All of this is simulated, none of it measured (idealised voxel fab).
process module | voxel gate over fins
cross-section cut | 185 nm wide | cells 5 nm
A cross-section is a grid of square cells, given in bands from the top down. A band is one or more rows of cells.
Each band's line starts with the height of the band's top and of its bottom, in nm. Then come its materials from left to right, each with its width in nm. One material with "throughout" fills the band from edge to edge. "air" is empty space.
Height 0 is the level under which the wafer as received is all one material. The lowest band goes on downwards, as in "0 down".
A width such as "30 to 40" changes by the same amount from each row of cells to the next, from the band's top row to its bottom row.
"no change" after a step means that no cell of the cross-section changed.
closed voids: empty space of 8 cells or more with no open way to the top, each as width x height at its distance from the left edge, in nm
after a step's settings: what the simulator itself notes on the step
overlay nm, on a step with a mask: how far to the right of its planned place the mask lay; to the left if negative
plan
1 op RECEIVE | material Si
2 op CONFORMAL_DEP | material SiN | thk nm 5
3 op PATTERN | tone cover | mask id FINS | material resist | width nm 15 | pitch nm 35 | thk nm 20 | overlay nm 0
4 op DIRECTIONAL_ETCH | etch materials SiN | depth nm 5
5 op DIRECTIONAL_ETCH | etch materials Si | depth nm 40
6 op STRIP | etch materials resist
7 op FILL_DEP | material SiO2 | thk nm 10
8 op CMP | height nm 5
9 op SELECTIVE_ETCH | etch materials SiO2 | depth nm 15
10 op STRIP | etch materials SiN
11 op CONFORMAL_DEP | material HfO2 | thk nm 5
12 op CONFORMAL_DEP | material TiN | thk nm 5
13 op FILL_DEP | material W | thk nm 10
14 op CMP | height nm 15
15 op CONFORMAL_DEP | material SiCN | thk nm 10
first wafer, as planned
as received, after step 1
  0 down: Si throughout
  closed voids: none
after step 2
  5 to 0: SiN throughout
  below 0: unchanged
after step 3
  25 to 5: air 50 | resist 15 | air 20 | resist 15 | air 20 | resist 15 | air 50
  below 5: unchanged
after step 4
  25 to 5: air 50 | resist 15 | air 20 | resist 15 | air 20 | resist 15 | air 50
  5 to 0: air 50 | SiN 15 | air 20 | SiN 15 | air 20 | SiN 15 | air 50
  below 0: unchanged
after step 5
  25 to 5: air 50 | resist 15 | air 20 | resist 15 | air 20 | resist 15 | air 50
  5 to 0: air 50 | SiN 15 | air 20 | SiN 15 | air 20 | SiN 15 | air 50
  0 to -40: air 50 | Si 15 | air 20 | Si 15 | air 20 | Si 15 | air 50
  below -40: unchanged
after step 6
  5 to 0: air 50 | SiN 15 | air 20 | SiN 15 | air 20 | SiN 15 | air 50
  below 0: unchanged
after step 7
  15 to 5: SiO2 throughout
  5 to 0: SiO2 50 | SiN 15 | SiO2 20 | SiN 15 | SiO2 20 | SiN 15 | SiO2 50
  0 to -40: SiO2 50 | Si 15 | SiO2 20 | Si 15 | SiO2 20 | Si 15 | SiO2 50
  below -40: unchanged
after step 8
  5 to 0: SiO2 50 | SiN 15 | SiO2 20 | SiN 15 | SiO2 20 | SiN 15 | SiO2 50
  below 0: unchanged
after step 9
  5 to 0: air 50 | SiN 15 | air 20 | SiN 15 | air 20 | SiN 15 | air 50
  0 to -10: air 50 | Si 15 | air 20 | Si 15 | air 20 | Si 15 | air 50
  below -10: unchanged
after step 10
  0 to -10: air 50 | Si 15 | air 20 | Si 15 | air 20 | Si 15 | air 50
  below -10: unchanged
after step 11
  5 to 0: air 45 | HfO2 25 | air 10 | HfO2 25 | air 10 | HfO2 25 | air 45
  0 to -5: air 45 | HfO2 5 | Si 15 | HfO2 5 | air 10 | HfO2 5 | Si 15 | HfO2 5 | air 10 | HfO2 5 | Si 15 | HfO2 5 | air 45
  -5 to -10: HfO2 50 | Si 15 | HfO2 20 | Si 15 | HfO2 20 | Si 15 | HfO2 50
  below -10: unchanged
after step 12
  10 to 5: air 40 | TiN 105 | air 40
  5 to 0: air 40 | TiN 5 | HfO2 25 | TiN 10 | HfO2 25 | TiN 10 | HfO2 25 | TiN 5 | air 40
  0 to -5: TiN 45 | HfO2 5 | Si 15 | HfO2 5 | TiN 10 | HfO2 5 | Si 15 | HfO2 5 | TiN 10 | HfO2 5 | Si 15 | HfO2 5 | TiN 45
  below -5: unchanged
after step 13
  20 to 10: W throughout
  10 to 5: W 40 | TiN 105 | W 40
  5 to 0: W 40 | TiN 5 | HfO2 25 | TiN 10 | HfO2 25 | TiN 10 | HfO2 25 | TiN 5 | W 40
  below 0: unchanged
after step 14
  15 to 10: W throughout
  below 10: unchanged
after step 15
  25 to 15: SiCN throughout
  below 15: unchanged
second wafer: like start, like plan, one mistake. Through step 11 it matches the first wafer
when step 12 should have ended
  20 to 10: air 30 | TiN 125 | air 30
  10 to 5: TiN throughout
  5 to 0: TiN 45 | HfO2 25 | TiN 10 | HfO2 25 | TiN 10 | HfO2 25 | TiN 45
  0 to -5: TiN 45 | HfO2 5 | Si 15 | HfO2 5 | TiN 10 | HfO2 5 | Si 15 | HfO2 5 | TiN 10 | HfO2 5 | Si 15 | HfO2 5 | TiN 45
  below -5: unchanged
when step 13 should have ended
  30 to 20: W throughout
  20 to 10: W 30 | TiN 125 | W 30
  below 10: unchanged
when step 14 should have ended
  15 to 10: W 30 | TiN 125 | W 30
  below 10: unchanged
when step 15 should have ended
  25 to 15: SiCN throughout
  below 15: unchanged
what went wrong: step 12 ran as: op CONFORMAL_DEP | material TiN | thk nm 15
at the end the second wafer has, in cells: 57 more of TiN | 57 fewer of W
